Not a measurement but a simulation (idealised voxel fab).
process module | voxel ribs on slabs
cross-section cut | 260 nm wide | cells 5 nm
A cross-section is a grid of square cells, given in bands from the top down. A band is one or more rows of cells.
Each band's line starts with the height of the band's top and of its bottom, in nm. Then come its materials from left to right, each with its width in nm. One material with "throughout" fills the band from edge to edge. "air" is empty space.
Height 0 is the level under which the wafer as received is all one material. The lowest band goes on downwards, as in "0 down".
A width such as "30 to 40" changes by the same amount from each row of cells to the next, from the band's top row to its bottom row.
"no change" after a step means that no cell of the cross-section changed.
closed voids: empty space of 8 cells or more with no open way to the top, each as width x height at its distance from the left edge, in nm
after a step's settings: what the simulator itself notes on the step
overlay nm, on a step with a mask: how far to the right of its planned place the mask lay; to the left if negative
plan
1 op RECEIVE | material Si
2 op DIRECTIONAL_DEP | material SiO2 | thk nm 30
3 op DIRECTIONAL_DEP | material polySi | thk nm 15
4 op DIRECTIONAL_DEP | material aC | thk nm 10
5 op PATTERN | tone cover | mask id RIB | material resist | width nm 15 | thk nm 30 | overlay nm 0
6 op DIRECTIONAL_ETCH | etch materials aC | depth nm 10
7 op STRIP | etch materials resist
8 op DIRECTIONAL_ETCH | etch materials polySi | depth nm 10
9 op STRIP | etch materials aC
10 op MASKED_ETCH | tone cover | mask id SLAB | width nm 65 | etch materials polySi | depth nm 5 | overlay nm 0
11 op FILL_DEP | material SiO2 | thk nm 15
12 op CMP | height nm 55
13 op DIRECTIONAL_DEP | material W | thk nm 10
14 op DIRECTIONAL_DEP | material aC | thk nm 15
15 op PATTERN | tone cover | mask id HEATER | material resist | width nm 25 | thk nm 30 | overlay nm 0
16 op DIRECTIONAL_ETCH | etch materials aC | depth nm 15
17 op STRIP | etch materials resist
18 op DIRECTIONAL_ETCH | etch materials W | depth nm 10
19 op STRIP | etch materials aC
20 op CONFORMAL_DEP | material SiN | thk nm 5
varied across the wafers: width nm of step 10. The plan shows the first wafer's value. All wafers start alike
first wafer as received, after step 1
  0 down: Si throughout
  closed voids: none
first wafer at the end, after step 20
  70 to 65: air 110 | SiN 35 | air 115
  65 to 60: air 110 | SiN 5 | W 25 | SiN 5 | air 115
  60 to 55: SiN 115 | W 25 | SiN 120
  55 to 45: SiO2 throughout
  45 to 35: SiO2 120 | polySi 15 | SiO2 125
  35 to 30: SiO2 95 | polySi 65 | SiO2 100
  30 to 0: SiO2 throughout
  0 down: Si throughout
  closed voids: none
last wafer at the end
  70 to 65: air 110 | SiN 35 | air 115
  65 to 60: air 110 | SiN 5 | W 25 | SiN 5 | air 115
  60 to 55: SiN 115 | W 25 | SiN 120
  55 to 45: SiO2 throughout
  45 to 35: SiO2 120 | polySi 15 | SiO2 125
  35 to 30: SiO2 85 | polySi 90 | SiO2 85
  30 to 0: SiO2 throughout
  0 down: Si throughout
  closed voids: none
each wafer at the end: cells of each material gained (+) or lost (-) since it was received, then its closed voids
width nm 65 | +56 SiN | +553 SiO2 | +10 W | +19 polySi | closed voids: none
width nm 70 | +56 SiN | +552 SiO2 | +10 W | +20 polySi | closed voids: none
width nm 75 | +56 SiN | +551 SiO2 | +10 W | +21 polySi | closed voids: none
width nm 80 | +56 SiN | +550 SiO2 | +10 W | +22 polySi | closed voids: none
width nm 85 | +56 SiN | +549 SiO2 | +10 W | +23 polySi | closed voids: none
width nm 90 | +56 SiN | +548 SiO2 | +10 W | +24 polySi | closed voids: none
